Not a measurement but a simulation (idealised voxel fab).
process module | voxel released beams
Xsec cut, 250 nm wide, square cell size 5 nm.
A cross-section is written here as square cells arranged in a grid, and it is given in bands from the top down, each band taking up one or more rows of cells. In this notation a band is specified by the heights of its top and bottom, in that order and in nm, after which its materials appear from left to right, each paired with its width in nm. The word "throughout" attached to a single material means that material fills the band from edge to edge; the word "air" stands for empty space. Heads up on the height convention: 0 is the point under which the incoming wafer is all one material, and the lowest band has no bottom, it just keeps going down, like "0 down". The two numbers in a width such as "30->40" mark its ends across the band: the first belongs to the top row of cells, the second to the bottom row, and from each row to the next the width moves by the same amount. "no change occurred" -> step changed no cross-section cell. "Enclosed internal voids" enumerates empty spaces isolated from the top, with no open way to it, that contain at least 8 cells, giving each as width x height at distance from the left edge, all three in nm. The remark found on a step's line after its settings is issued by the simulator itself and pertains to that step. Each step line may optionally specify "overlay nm", which for a step with a mask gives the rightward distance between the mask's planned place and where it lay, a negative value indicating the leftward direction.

### Here's what the planned process steps look like
- 1: RECEIVE, material Si
- 2: CONFORMAL_DEP, material Al2O3, thk nm 10
- 3: DIRECTIONAL_DEP, material SiO2, thk nm 20
- 4: DIRECTIONAL_DEP, material aC, thk nm 15
- 5: PATTERN, tone open, mask id ANCHOR, material resist, width nm 30, thk nm 35, overlay nm 0
- 6: DIRECTIONAL_ETCH, etch materials aC, depth nm 15
- 7: STRIP, etch materials resist
- 8: DIRECTIONAL_ETCH, etch materials SiO2, depth nm 20
- 9: STRIP, etch materials aC
- 10: CONFORMAL_DEP, material W, thk nm 10
- 11: DIRECTIONAL_DEP, material aC, thk nm 10
- 12: PATTERN, tone cover, mask id BEAM, material resist, width nm 90, thk nm 25, overlay nm 0
- 13: DIRECTIONAL_ETCH, etch materials aC, depth nm 10
- 14: STRIP, etch materials resist
- 15: DIRECTIONAL_ETCH, etch materials W, depth nm 10
- 16: STRIP, etch materials aC
- 17: STRIP, etch materials SiO2

### Incoming wafer in cross-section (state: after step 1)
	0 down  Si throughout
	Enclosed internal voids: none

### Cross-section taken at module completion on the first of two wafers; processed per the plan
	40 to 30  air: 75; W: 15; air: 10; W: 65; air: 85
	30 to 20  air: 80; W: 10; air: 10; W: 10; air: 140
	20 to 10  air: 80; W: 30; air: 140
	10 to 0  Al2O3 throughout
	0 down  Si throughout
	Enclosed internal voids: none

### Wafer two, end of module, cross-section. Same start, same plan as wafer one. One mistake in the run
	30 to 20  air: 75; W: 15; air: 10; W: 65; air: 85
	20 to 10  air: 80; W: 30; air: 140
	10 to 0  Al2O3 throughout
	0 down  Si throughout
	Enclosed internal voids: none
Finding, execution versus plan: step 3 was run on a setting that differed from the plan, and what really ran there is DIRECTIONAL_DEP, material SiO2, thk nm 10
The final cell counts differ between the wafers, with the second having more or fewer of some materials than the first: W: 8 fewer
